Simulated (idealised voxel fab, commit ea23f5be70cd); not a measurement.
This is a process module. Its name is voxel wiring stack.
Section cut is 220 nm wide and gridded with 5 nm square cells.
A cross-section is a grid of square cells, given in bands from the top down. A band is one or more rows of cells. First you get the band's top height and its bottom height, in nm, and then the materials it's made of, left to right, with each width in nm. If you see a single material with "full width", that one covers the band edge to edge. "blank" is empty space. Heights from 0 (as-received wafer is one material below). Bottom band endless downward, as "0 and below". Think of "30 to 40" as a width that walks from the first number to the second as you go down the band, top row to bottom row, taking equal-sized steps from row to row. "everything unchanged" (step): cross-section cells unchanged, all of them. Closed empty spaces (no open way to the top) of 8 cells or more are what "Catalogued sealed voids" lists, each as width x height at distance from the left edge, nm for all three. It should be noted that, on the line of a given step, the content following the step's settings is a remark produced by the simulator itself with respect to that step. If you see "overlay nm" on a step's line and that step has a mask, it's telling you how far right of where it was planned the mask ended up; a negative number means it went left instead.
INTENDED PROCESS STEPS
1 RECEIVE with material Si
2 CONFORMAL_DEP with material SiO2, thk nm 15
3 CONFORMAL_DEP with material SiN, thk nm 5
4 DIRECTIONAL_DEP with material SiO2, thk nm 25
5 MASKED_ETCH with tone open, mask id METAL_1, width nm 25, pitch nm 45, etch materials SiO2, depth nm 25, overlay nm 0
6 MASKED_ETCH with tone open, mask id METAL_1, width nm 25, pitch nm 45, etch materials SiN, depth nm 5, overlay nm 0
7 CONFORMAL_DEP with material TiN, thk nm 5
8 FILL_DEP with material Cu, thk nm 10
9 CMP with height nm 45
10 CONFORMAL_DEP with material SiCN, thk nm 5
11 DIRECTIONAL_DEP with material SiO2, thk nm 15
12 MASKED_ETCH with tone open, mask id PLUG_1, width nm 15, pitch nm 45, etch materials SiO2, depth nm 15, overlay nm 0
13 MASKED_ETCH with tone open, mask id PLUG_1, width nm 15, pitch nm 45, etch materials SiCN, depth nm 5, overlay nm 0
14 EPI with material Ru, thk nm 10
15 EPI with material Ru, thk nm 10
16 CONFORMAL_DEP with material SiN, thk nm 5
17 DIRECTIONAL_DEP with material lowk, thk nm 20
18 PATTERN with tone open, mask id METAL_2, material resist, width nm 25, pitch nm 45, thk nm 20, overlay nm 0
19 DIRECTIONAL_ETCH with etch materials lowk, depth nm 20
20 DIRECTIONAL_ETCH with etch materials SiN, depth nm 5
21 STRIP with etch materials resist
22 CONFORMAL_DEP with material TiN, thk nm 5
23 FILL_DEP with material Cu, thk nm 10
24 CMP with height nm 90
25 CONFORMAL_DEP with material SiCN, thk nm 5
26 DIRECTIONAL_DEP with material SiO2, thk nm 30
27 MASKED_ETCH with tone open, mask id METAL_3_HOLES, width nm 15, pitch nm 45, etch materials SiO2, depth nm 30, overlay nm 0
28 MASKED_ETCH with tone open, mask id METAL_3, width nm 25, pitch nm 45, etch materials SiO2, depth nm 20, overlay nm 0
29 MASKED_ETCH with tone open, mask id METAL_3, width nm 25, pitch nm 45, etch materials SiCN, depth nm 5, overlay nm 0
30 CONFORMAL_DEP with material TiN, thk nm 5
31 FILL_DEP with material Cu, thk nm 10
32 CMP with height nm 125
33 CONFORMAL_DEP with material SiCN, thk nm 5
34 DIRECTIONAL_DEP with material lowk, thk nm 25
35 MASKED_ETCH with tone open, mask id METAL_4_HOLES, width nm 15, pitch nm 90, etch materials lowk, depth nm 25, overlay nm 0
36 PATTERN with tone open, mask id METAL_4, material resist, width nm 25, pitch nm 45, thk nm 20, overlay nm 0
37 DIRECTIONAL_ETCH with etch materials lowk, depth nm 15
38 DIRECTIONAL_ETCH with etch materials SiCN, depth nm 5
39 STRIP with etch materials resist
40 CONFORMAL_DEP with material TiN, thk nm 5
41 FILL_DEP with material Cu, thk nm 10
42 CMP with height nm 155
43 CONFORMAL_DEP with material SiCN, thk nm 5
FIRST WAFER, TWO IN TOTAL, RUN AS PLANNED
THE CROSS-SECTION HERE SHOWS THE WAFER AS RECEIVED, I.E. IN ITS STATE AFTER STEP 1
* 0 and below | Si full width
* Catalogued sealed voids: none
HOW THE WAFER STANDS IN SECTION AFTER STEP 2
* 15 down to 0 | SiO2 full width
* No changes below 0.
HOW THE WAFER STANDS IN SECTION AFTER STEP 3
* 20 down to 15 | SiN full width
* No changes below 15.
HOW THE WAFER STANDS IN SECTION AFTER STEP 4
* 45 down to 20 | SiO2 full width
* No changes below 20.
HOW THE WAFER STANDS IN SECTION AFTER STEP 5
* 45 down to 20 | SiO2=50 | blank=25 | SiO2=20 | blank=25 | SiO2=20 | blank=25 | SiO2=55
* No changes below 20.
HOW THE WAFER STANDS IN SECTION AFTER STEP 6
* 45 down to 20 | SiO2=50 | blank=25 | SiO2=20 | blank=25 | SiO2=20 | blank=25 | SiO2=55
* 20 down to 15 | SiN=50 | blank=25 | SiN=20 | blank=25 | SiN=20 | blank=25 | SiN=55
* No changes below 15.
HOW THE WAFER STANDS IN SECTION AFTER STEP 7
* 50 down to 45 | TiN=55 | blank=15 | TiN=30 | blank=15 | TiN=30 | blank=15 | TiN=60
* 45 down to 20 | SiO2=50 | TiN=5 | blank=15 | TiN=5 | SiO2=20 | TiN=5 | blank=15 | TiN=5 | SiO2=20 | TiN=5 | blank=15 | TiN=5 | SiO2=55
* 20 down to 15 | SiN=50 | TiN=25 | SiN=20 | TiN=25 | SiN=20 | TiN=25 | SiN=55
* No changes below 15.
HOW THE WAFER STANDS IN SECTION AFTER STEP 8
* 60 down to 50 | Cu full width
* 50 down to 45 | TiN=55 | Cu=15 | TiN=30 | Cu=15 | TiN=30 | Cu=15 | TiN=60
* 45 down to 20 | SiO2=50 | TiN=5 | Cu=15 | TiN=5 | SiO2=20 | TiN=5 | Cu=15 | TiN=5 | SiO2=20 | TiN=5 | Cu=15 | TiN=5 | SiO2=55
* No changes below 20.
HOW THE WAFER STANDS IN SECTION AFTER STEP 9
* 45 down to 20 | SiO2=50 | TiN=5 | Cu=15 | TiN=5 | SiO2=20 | TiN=5 | Cu=15 | TiN=5 | SiO2=20 | TiN=5 | Cu=15 | TiN=5 | SiO2=55
* No changes below 20.
HOW THE WAFER STANDS IN SECTION AFTER STEP 10
* 50 down to 45 | SiCN full width
* No changes below 45.
HOW THE WAFER STANDS IN SECTION AFTER STEP 11
* 65 down to 50 | SiO2 full width
* No changes below 50.
HOW THE WAFER STANDS IN SECTION AFTER STEP 12
* 65 down to 50 | SiO2=50 | blank=15 | SiO2=30 | blank=15 | SiO2=30 | blank=15 | SiO2=65
* No changes below 50.
HOW THE WAFER STANDS IN SECTION AFTER STEP 13
* 65 down to 50 | SiO2=50 | blank=15 | SiO2=30 | blank=15 | SiO2=30 | blank=15 | SiO2=65
* 50 down to 45 | SiCN=50 | blank=15 | SiCN=30 | blank=15 | SiCN=30 | blank=15 | SiCN=65
* No changes below 45.
HOW THE WAFER STANDS IN SECTION AFTER STEP 14
* 65 down to 55 | SiO2=50 | blank=15 | SiO2=30 | blank=15 | SiO2=30 | blank=15 | SiO2=65
* 55 down to 50 | SiO2=50 | Ru=15 | SiO2=30 | Ru=15 | SiO2=30 | Ru=15 | SiO2=65
* 50 down to 45 | SiCN=50 | Ru=15 | SiCN=30 | Ru=15 | SiCN=30 | Ru=15 | SiCN=65
* No changes below 45.
HOW THE WAFER STANDS IN SECTION AFTER STEP 15
* 65 down to 50 | SiO2=50 | Ru=15 | SiO2=30 | Ru=15 | SiO2=30 | Ru=15 | SiO2=65
* No changes below 50.
HOW THE WAFER STANDS IN SECTION AFTER STEP 16
* 70 down to 65 | SiN full width
* No changes below 65.
HOW THE WAFER STANDS IN SECTION AFTER STEP 17
* 90 down to 70 | lowk full width
* No changes below 70.
HOW THE WAFER STANDS IN SECTION AFTER STEP 18
* 110 down to 90 | resist=50 | blank=25 | resist=20 | blank=25 | resist=20 | blank=25 | resist=55
* No changes below 90.
HOW THE WAFER STANDS IN SECTION AFTER STEP 19
* 110 down to 90 | resist=50 | blank=25 | resist=20 | blank=25 | resist=20 | blank=25 | resist=55
* 90 down to 70 | lowk=50 | blank=25 | lowk=20 | blank=25 | lowk=20 | blank=25 | lowk=55
* No changes below 70.
HOW THE WAFER STANDS IN SECTION AFTER STEP 20
* 110 down to 90 | resist=50 | blank=25 | resist=20 | blank=25 | resist=20 | blank=25 | resist=55
* 90 down to 70 | lowk=50 | blank=25 | lowk=20 | blank=25 | lowk=20 | blank=25 | lowk=55
* 70 down to 65 | SiN=50 | blank=25 | SiN=20 | blank=25 | SiN=20 | blank=25 | SiN=55
* No changes below 65.
HOW THE WAFER STANDS IN SECTION AFTER STEP 21
* 90 down to 70 | lowk=50 | blank=25 | lowk=20 | blank=25 | lowk=20 | blank=25 | lowk=55
* No changes below 70.
HOW THE WAFER STANDS IN SECTION AFTER STEP 22
* 95 down to 90 | TiN=55 | blank=15 | TiN=30 | blank=15 | TiN=30 | blank=15 | TiN=60
* 90 down to 70 | lowk=50 | TiN=5 | blank=15 | TiN=5 | lowk=20 | TiN=5 | blank=15 | TiN=5 | lowk=20 | TiN=5 | blank=15 | TiN=5 | lowk=55
* 70 down to 65 | SiN=50 | TiN=25 | SiN=20 | TiN=25 | SiN=20 | TiN=25 | SiN=55
* No changes below 65.
HOW THE WAFER STANDS IN SECTION AFTER STEP 23
* 105 down to 95 | Cu full width
* 95 down to 90 | TiN=55 | Cu=15 | TiN=30 | Cu=15 | TiN=30 | Cu=15 | TiN=60
* 90 down to 70 | lowk=50 | TiN=5 | Cu=15 | TiN=5 | lowk=20 | TiN=5 | Cu=15 | TiN=5 | lowk=20 | TiN=5 | Cu=15 | TiN=5 | lowk=55
* No changes below 70.
HOW THE WAFER STANDS IN SECTION AFTER STEP 24
* 90 down to 70 | lowk=50 | TiN=5 | Cu=15 | TiN=5 | lowk=20 | TiN=5 | Cu=15 | TiN=5 | lowk=20 | TiN=5 | Cu=15 | TiN=5 | lowk=55
* No changes below 70.
HOW THE WAFER STANDS IN SECTION AFTER STEP 25
* 95 down to 90 | SiCN full width
* No changes below 90.
HOW THE WAFER STANDS IN SECTION AFTER STEP 26
* 125 down to 95 | SiO2 full width
* No changes below 95.
HOW THE WAFER STANDS IN SECTION AFTER STEP 27
* 125 down to 95 | SiO2=50 | blank=15 | SiO2=30 | blank=15 | SiO2=30 | blank=15 | SiO2=65
* No changes below 95.
HOW THE WAFER STANDS IN SECTION AFTER STEP 28
* 125 down to 105 | SiO2=50 | blank=25 | SiO2=20 | blank=25 | SiO2=20 | blank=25 | SiO2=55
* No changes below 105.
HOW THE WAFER STANDS IN SECTION AFTER STEP 29
* 125 down to 105 | SiO2=50 | blank=25 | SiO2=20 | blank=25 | SiO2=20 | blank=25 | SiO2=55
* 105 down to 95 | SiO2=50 | blank=15 | SiO2=30 | blank=15 | SiO2=30 | blank=15 | SiO2=65
* 95 down to 90 | SiCN=50 | blank=15 | SiCN=30 | blank=15 | SiCN=30 | blank=15 | SiCN=65
* No changes below 90.
HOW THE WAFER STANDS IN SECTION AFTER STEP 30
* 130 down to 125 | TiN=55 | blank=15 | TiN=30 | blank=15 | TiN=30 | blank=15 | TiN=60
* 125 down to 110 | SiO2=50 | TiN=5 | blank=15 | TiN=5 | SiO2=20 | TiN=5 | blank=15 | TiN=5 | SiO2=20 | TiN=5 | blank=15 | TiN=5 | SiO2=55
* 110 down to 105 | SiO2=50 | TiN=5 | blank=5 | TiN=15 | SiO2=20 | TiN=5 | blank=5 | TiN=15 | SiO2=20 | TiN=5 | blank=5 | TiN=15 | SiO2=55
* 105 down to 95 | SiO2=50 | TiN=5 | blank=5 | TiN=5 | SiO2=30 | TiN=5 | blank=5 | TiN=5 | SiO2=30 | TiN=5 | blank=5 | TiN=5 | SiO2=65
* 95 down to 90 | SiCN=50 | TiN=15 | SiCN=30 | TiN=15 | SiCN=30 | TiN=15 | SiCN=65
* No changes below 90.
HOW THE WAFER STANDS IN SECTION AFTER STEP 31
* 140 down to 130 | Cu full width
* 130 down to 125 | TiN=55 | Cu=15 | TiN=30 | Cu=15 | TiN=30 | Cu=15 | TiN=60
* 125 down to 110 | SiO2=50 | TiN=5 | Cu=15 | TiN=5 | SiO2=20 | TiN=5 | Cu=15 | TiN=5 | SiO2=20 | TiN=5 | Cu=15 | TiN=5 | SiO2=55
* 110 down to 105 | SiO2=50 | TiN=5 | Cu=5 | TiN=15 | SiO2=20 | TiN=5 | Cu=5 | TiN=15 | SiO2=20 | TiN=5 | Cu=5 | TiN=15 | SiO2=55
* 105 down to 95 | SiO2=50 | TiN=5 | Cu=5 | TiN=5 | SiO2=30 | TiN=5 | Cu=5 | TiN=5 | SiO2=30 | TiN=5 | Cu=5 | TiN=5 | SiO2=65
* No changes below 95.
HOW THE WAFER STANDS IN SECTION AFTER STEP 32
* 125 down to 110 | SiO2=50 | TiN=5 | Cu=15 | TiN=5 | SiO2=20 | TiN=5 | Cu=15 | TiN=5 | SiO2=20 | TiN=5 | Cu=15 | TiN=5 | SiO2=55
* No changes below 110.
HOW THE WAFER STANDS IN SECTION AFTER STEP 33
* 130 down to 125 | SiCN full width
* No changes below 125.
HOW THE WAFER STANDS IN SECTION AFTER STEP 34
* 155 down to 130 | lowk full width
* No changes below 130.
HOW THE WAFER STANDS IN SECTION AFTER STEP 35
* 155 down to 130 | lowk=50 | blank=15 | lowk=75 | blank=15 | lowk=65
* No changes below 130.
HOW THE WAFER STANDS IN SECTION AFTER STEP 36
* 175 down to 155 | resist=50 | blank=25 | resist=20 | blank=25 | resist=20 | blank=25 | resist=55
* No changes below 155.
HOW THE WAFER STANDS IN SECTION AFTER STEP 37
* 175 down to 155 | resist=50 | blank=25 | resist=20 | blank=25 | resist=20 | blank=25 | resist=55
* 155 down to 140 | lowk=50 | blank=25 | lowk=20 | blank=25 | lowk=20 | blank=25 | lowk=55
* No changes below 140.
HOW THE WAFER STANDS IN SECTION AFTER STEP 38
* 175 down to 155 | resist=50 | blank=25 | resist=20 | blank=25 | resist=20 | blank=25 | resist=55
* 155 down to 140 | lowk=50 | blank=25 | lowk=20 | blank=25 | lowk=20 | blank=25 | lowk=55
* 140 down to 130 | lowk=50 | blank=15 | lowk=75 | blank=15 | lowk=65
* 130 down to 125 | SiCN=50 | blank=15 | SiCN=75 | blank=15 | SiCN=65
* No changes below 125.
HOW THE WAFER STANDS IN SECTION AFTER STEP 39
* 155 down to 140 | lowk=50 | blank=25 | lowk=20 | blank=25 | lowk=20 | blank=25 | lowk=55
* No changes below 140.
HOW THE WAFER STANDS IN SECTION AFTER STEP 40
* 160 down to 155 | TiN=55 | blank=15 | TiN=30 | blank=15 | TiN=30 | blank=15 | TiN=60
* 155 down to 145 | lowk=50 | TiN=5 | blank=15 | TiN=5 | lowk=20 | TiN=5 | blank=15 | TiN=5 | lowk=20 | TiN=5 | blank=15 | TiN=5 | lowk=55
* 145 down to 140 | lowk=50 | TiN=5 | blank=5 | TiN=15 | lowk=20 | TiN=25 | lowk=20 | TiN=5 | blank=5 | TiN=15 | lowk=55
* 140 down to 130 | lowk=50 | TiN=5 | blank=5 | TiN=5 | lowk=75 | TiN=5 | blank=5 | TiN=5 | lowk=65
* 130 down to 125 | SiCN=50 | TiN=15 | SiCN=75 | TiN=15 | SiCN=65
* No changes below 125.
HOW THE WAFER STANDS IN SECTION AFTER STEP 41
* 170 down to 160 | Cu full width
* 160 down to 155 | TiN=55 | Cu=15 | TiN=30 | Cu=15 | TiN=30 | Cu=15 | TiN=60
* 155 down to 145 | lowk=50 | TiN=5 | Cu=15 | TiN=5 | lowk=20 | TiN=5 | Cu=15 | TiN=5 | lowk=20 | TiN=5 | Cu=15 | TiN=5 | lowk=55
* 145 down to 140 | lowk=50 | TiN=5 | Cu=5 | TiN=15 | lowk=20 | TiN=25 | lowk=20 | TiN=5 | Cu=5 | TiN=15 | lowk=55
* 140 down to 130 | lowk=50 | TiN=5 | Cu=5 | TiN=5 | lowk=75 | TiN=5 | Cu=5 | TiN=5 | lowk=65
* No changes below 130.
HOW THE WAFER STANDS IN SECTION AFTER STEP 42
* 155 down to 145 | lowk=50 | TiN=5 | Cu=15 | TiN=5 | lowk=20 | TiN=5 | Cu=15 | TiN=5 | lowk=20 | TiN=5 | Cu=15 | TiN=5 | lowk=55
* No changes below 145.
HOW THE WAFER STANDS IN SECTION AFTER STEP 43
* 160 down to 155 | SiCN full width
* No changes below 155.
THE SECOND WAFER WAS PREPARED FROM THE SAME STARTING POINT AND UNDER THE SAME PLAN AS THE FIRST; ITS PROCESSING CONTAINED ONE MISTAKE, AND IT REMAINS INDISTINGUISHABLE FROM THE FIRST WAFER UP TO AND INCLUDING STEP 12
CROSS-SECTIONAL VIEW OF THE SECOND WAFER AT THE INTENDED END TIME OF PROCESS STEP 13
* 65 down to 50 | SiO2=50 | blank=15 | SiO2=30 | blank=15 | SiO2=30 | blank=15 | SiO2=65
* 50 down to 45 | SiCN=50 | blank=10 | SiCN=35 | blank=10 | SiCN=35 | blank=10 | SiCN=70
* No changes below 45.
CROSS-SECTIONAL VIEW OF THE SECOND WAFER AT THE INTENDED END TIME OF PROCESS STEP 14
* 65 down to 55 | SiO2=50 | blank=15 | SiO2=30 | blank=15 | SiO2=30 | blank=15 | SiO2=65
* 55 down to 50 | SiO2=50 | Ru=15 | SiO2=30 | Ru=15 | SiO2=30 | Ru=15 | SiO2=65
* 50 down to 45 | SiCN=50 | Ru=10 | SiCN=35 | Ru=10 | SiCN=35 | Ru=10 | SiCN=70
* No changes below 45.
CROSS-SECTIONAL VIEW OF THE SECOND WAFER AT THE INTENDED END TIME OF PROCESS STEP 15
* 65 down to 50 | SiO2=50 | Ru=15 | SiO2=30 | Ru=15 | SiO2=30 | Ru=15 | SiO2=65
* No changes below 50.
CROSS-SECTIONAL VIEW OF THE SECOND WAFER AT THE INTENDED END TIME OF PROCESS STEP 16
* 70 down to 65 | SiN full width
* No changes below 65.
CROSS-SECTIONAL VIEW OF THE SECOND WAFER AT THE INTENDED END TIME OF PROCESS STEP 17
* 90 down to 70 | lowk full width
* No changes below 70.
CROSS-SECTIONAL VIEW OF THE SECOND WAFER AT THE INTENDED END TIME OF PROCESS STEP 18
* 110 down to 90 | resist=50 | blank=25 | resist=20 | blank=25 | resist=20 | blank=25 | resist=55
* No changes below 90.
CROSS-SECTIONAL VIEW OF THE SECOND WAFER AT THE INTENDED END TIME OF PROCESS STEP 19
* 110 down to 90 | resist=50 | blank=25 | resist=20 | blank=25 | resist=20 | blank=25 | resist=55
* 90 down to 70 | lowk=50 | blank=25 | lowk=20 | blank=25 | lowk=20 | blank=25 | lowk=55
* No changes below 70.
CROSS-SECTIONAL VIEW OF THE SECOND WAFER AT THE INTENDED END TIME OF PROCESS STEP 20
* 110 down to 90 | resist=50 | blank=25 | resist=20 | blank=25 | resist=20 | blank=25 | resist=55
* 90 down to 70 | lowk=50 | blank=25 | lowk=20 | blank=25 | lowk=20 | blank=25 | lowk=55
* 70 down to 65 | SiN=50 | blank=25 | SiN=20 | blank=25 | SiN=20 | blank=25 | SiN=55
* No changes below 65.
CROSS-SECTIONAL VIEW OF THE SECOND WAFER AT THE INTENDED END TIME OF PROCESS STEP 21
* 90 down to 70 | lowk=50 | blank=25 | lowk=20 | blank=25 | lowk=20 | blank=25 | lowk=55
* No changes below 70.
CROSS-SECTIONAL VIEW OF THE SECOND WAFER AT THE INTENDED END TIME OF PROCESS STEP 22
* 95 down to 90 | TiN=55 | blank=15 | TiN=30 | blank=15 | TiN=30 | blank=15 | TiN=60
* 90 down to 70 | lowk=50 | TiN=5 | blank=15 | TiN=5 | lowk=20 | TiN=5 | blank=15 | TiN=5 | lowk=20 | TiN=5 | blank=15 | TiN=5 | lowk=55
* 70 down to 65 | SiN=50 | TiN=25 | SiN=20 | TiN=25 | SiN=20 | TiN=25 | SiN=55
* No changes below 65.
CROSS-SECTIONAL VIEW OF THE SECOND WAFER AT THE INTENDED END TIME OF PROCESS STEP 23
* 105 down to 95 | Cu full width
* 95 down to 90 | TiN=55 | Cu=15 | TiN=30 | Cu=15 | TiN=30 | Cu=15 | TiN=60
* 90 down to 70 | lowk=50 | TiN=5 | Cu=15 | TiN=5 | lowk=20 | TiN=5 | Cu=15 | TiN=5 | lowk=20 | TiN=5 | Cu=15 | TiN=5 | lowk=55
* No changes below 70.
CROSS-SECTIONAL VIEW OF THE SECOND WAFER AT THE INTENDED END TIME OF PROCESS STEP 24
* 90 down to 70 | lowk=50 | TiN=5 | Cu=15 | TiN=5 | lowk=20 | TiN=5 | Cu=15 | TiN=5 | lowk=20 | TiN=5 | Cu=15 | TiN=5 | lowk=55
* No changes below 70.
CROSS-SECTIONAL VIEW OF THE SECOND WAFER AT THE INTENDED END TIME OF PROCESS STEP 25
* 95 down to 90 | SiCN full width
* No changes below 90.
CROSS-SECTIONAL VIEW OF THE SECOND WAFER AT THE INTENDED END TIME OF PROCESS STEP 26
* 125 down to 95 | SiO2 full width
* No changes below 95.
CROSS-SECTIONAL VIEW OF THE SECOND WAFER AT THE INTENDED END TIME OF PROCESS STEP 27
* 125 down to 95 | SiO2=50 | blank=15 | SiO2=30 | blank=15 | SiO2=30 | blank=15 | SiO2=65
* No changes below 95.
CROSS-SECTIONAL VIEW OF THE SECOND WAFER AT THE INTENDED END TIME OF PROCESS STEP 28
* 125 down to 105 | SiO2=50 | blank=25 | SiO2=20 | blank=25 | SiO2=20 | blank=25 | SiO2=55
* No changes below 105.
CROSS-SECTIONAL VIEW OF THE SECOND WAFER AT THE INTENDED END TIME OF PROCESS STEP 29
* 125 down to 105 | SiO2=50 | blank=25 | SiO2=20 | blank=25 | SiO2=20 | blank=25 | SiO2=55
* 105 down to 95 | SiO2=50 | blank=15 | SiO2=30 | blank=15 | SiO2=30 | blank=15 | SiO2=65
* 95 down to 90 | SiCN=50 | blank=15 | SiCN=30 | blank=15 | SiCN=30 | blank=15 | SiCN=65
* No changes below 90.
CROSS-SECTIONAL VIEW OF THE SECOND WAFER AT THE INTENDED END TIME OF PROCESS STEP 30
* 130 down to 125 | TiN=55 | blank=15 | TiN=30 | blank=15 | TiN=30 | blank=15 | TiN=60
* 125 down to 110 | SiO2=50 | TiN=5 | blank=15 | TiN=5 | SiO2=20 | TiN=5 | blank=15 | TiN=5 | SiO2=20 | TiN=5 | blank=15 | TiN=5 | SiO2=55
* 110 down to 105 | SiO2=50 | TiN=5 | blank=5 | TiN=15 | SiO2=20 | TiN=5 | blank=5 | TiN=15 | SiO2=20 | TiN=5 | blank=5 | TiN=15 | SiO2=55
* 105 down to 95 | SiO2=50 | TiN=5 | blank=5 | TiN=5 | SiO2=30 | TiN=5 | blank=5 | TiN=5 | SiO2=30 | TiN=5 | blank=5 | TiN=5 | SiO2=65
* 95 down to 90 | SiCN=50 | TiN=15 | SiCN=30 | TiN=15 | SiCN=30 | TiN=15 | SiCN=65
* No changes below 90.
CROSS-SECTIONAL VIEW OF THE SECOND WAFER AT THE INTENDED END TIME OF PROCESS STEP 31
* 140 down to 130 | Cu full width
* 130 down to 125 | TiN=55 | Cu=15 | TiN=30 | Cu=15 | TiN=30 | Cu=15 | TiN=60
* 125 down to 110 | SiO2=50 | TiN=5 | Cu=15 | TiN=5 | SiO2=20 | TiN=5 | Cu=15 | TiN=5 | SiO2=20 | TiN=5 | Cu=15 | TiN=5 | SiO2=55
* 110 down to 105 | SiO2=50 | TiN=5 | Cu=5 | TiN=15 | SiO2=20 | TiN=5 | Cu=5 | TiN=15 | SiO2=20 | TiN=5 | Cu=5 | TiN=15 | SiO2=55
* 105 down to 95 | SiO2=50 | TiN=5 | Cu=5 | TiN=5 | SiO2=30 | TiN=5 | Cu=5 | TiN=5 | SiO2=30 | TiN=5 | Cu=5 | TiN=5 | SiO2=65
* No changes below 95.
CROSS-SECTIONAL VIEW OF THE SECOND WAFER AT THE INTENDED END TIME OF PROCESS STEP 32
* 125 down to 110 | SiO2=50 | TiN=5 | Cu=15 | TiN=5 | SiO2=20 | TiN=5 | Cu=15 | TiN=5 | SiO2=20 | TiN=5 | Cu=15 | TiN=5 | SiO2=55
* No changes below 110.
CROSS-SECTIONAL VIEW OF THE SECOND WAFER AT THE INTENDED END TIME OF PROCESS STEP 33
* 130 down to 125 | SiCN full width
* No changes below 125.
CROSS-SECTIONAL VIEW OF THE SECOND WAFER AT THE INTENDED END TIME OF PROCESS STEP 34
* 155 down to 130 | lowk full width
* No changes below 130.
CROSS-SECTIONAL VIEW OF THE SECOND WAFER AT THE INTENDED END TIME OF PROCESS STEP 35
* 155 down to 130 | lowk=50 | blank=15 | lowk=75 | blank=15 | lowk=65
* No changes below 130.
CROSS-SECTIONAL VIEW OF THE SECOND WAFER AT THE INTENDED END TIME OF PROCESS STEP 36
* 175 down to 155 | resist=50 | blank=25 | resist=20 | blank=25 | resist=20 | blank=25 | resist=55
* No changes below 155.
CROSS-SECTIONAL VIEW OF THE SECOND WAFER AT THE INTENDED END TIME OF PROCESS STEP 37
* 175 down to 155 | resist=50 | blank=25 | resist=20 | blank=25 | resist=20 | blank=25 | resist=55
* 155 down to 140 | lowk=50 | blank=25 | lowk=20 | blank=25 | lowk=20 | blank=25 | lowk=55
* No changes below 140.
CROSS-SECTIONAL VIEW OF THE SECOND WAFER AT THE INTENDED END TIME OF PROCESS STEP 38
* 175 down to 155 | resist=50 | blank=25 | resist=20 | blank=25 | resist=20 | blank=25 | resist=55
* 155 down to 140 | lowk=50 | blank=25 | lowk=20 | blank=25 | lowk=20 | blank=25 | lowk=55
* 140 down to 130 | lowk=50 | blank=15 | lowk=75 | blank=15 | lowk=65
* 130 down to 125 | SiCN=50 | blank=15 | SiCN=75 | blank=15 | SiCN=65
* No changes below 125.
CROSS-SECTIONAL VIEW OF THE SECOND WAFER AT THE INTENDED END TIME OF PROCESS STEP 39
* 155 down to 140 | lowk=50 | blank=25 | lowk=20 | blank=25 | lowk=20 | blank=25 | lowk=55
* No changes below 140.
CROSS-SECTIONAL VIEW OF THE SECOND WAFER AT THE INTENDED END TIME OF PROCESS STEP 40
* 160 down to 155 | TiN=55 | blank=15 | TiN=30 | blank=15 | TiN=30 | blank=15 | TiN=60
* 155 down to 145 | lowk=50 | TiN=5 | blank=15 | TiN=5 | lowk=20 | TiN=5 | blank=15 | TiN=5 | lowk=20 | TiN=5 | blank=15 | TiN=5 | lowk=55
* 145 down to 140 | lowk=50 | TiN=5 | blank=5 | TiN=15 | lowk=20 | TiN=25 | lowk=20 | TiN=5 | blank=5 | TiN=15 | lowk=55
* 140 down to 130 | lowk=50 | TiN=5 | blank=5 | TiN=5 | lowk=75 | TiN=5 | blank=5 | TiN=5 | lowk=65
* 130 down to 125 | SiCN=50 | TiN=15 | SiCN=75 | TiN=15 | SiCN=65
* No changes below 125.
CROSS-SECTIONAL VIEW OF THE SECOND WAFER AT THE INTENDED END TIME OF PROCESS STEP 41
* 170 down to 160 | Cu full width
* 160 down to 155 | TiN=55 | Cu=15 | TiN=30 | Cu=15 | TiN=30 | Cu=15 | TiN=60
* 155 down to 145 | lowk=50 | TiN=5 | Cu=15 | TiN=5 | lowk=20 | TiN=5 | Cu=15 | TiN=5 | lowk=20 | TiN=5 | Cu=15 | TiN=5 | lowk=55
* 145 down to 140 | lowk=50 | TiN=5 | Cu=5 | TiN=15 | lowk=20 | TiN=25 | lowk=20 | TiN=5 | Cu=5 | TiN=15 | lowk=55
* 140 down to 130 | lowk=50 | TiN=5 | Cu=5 | TiN=5 | lowk=75 | TiN=5 | Cu=5 | TiN=5 | lowk=65
* No changes below 130.
CROSS-SECTIONAL VIEW OF THE SECOND WAFER AT THE INTENDED END TIME OF PROCESS STEP 42
* 155 down to 145 | lowk=50 | TiN=5 | Cu=15 | TiN=5 | lowk=20 | TiN=5 | Cu=15 | TiN=5 | lowk=20 | TiN=5 | Cu=15 | TiN=5 | lowk=55
* No changes below 145.
CROSS-SECTIONAL VIEW OF THE SECOND WAFER AT THE INTENDED END TIME OF PROCESS STEP 43
* 160 down to 155 | SiCN full width
* No changes below 155.
In executing the process, a mistake was made relative to the plan: step 13 did not happen as planned, as run it was MASKED_ETCH with tone open, mask id PLUG_1, width nm 15, pitch nm 45, etch materials SiCN, depth nm 5, overlay nm -5
At the finish, the second wafer shows more or fewer cells for some materials than the first does: -3 Ru; +3 SiCN
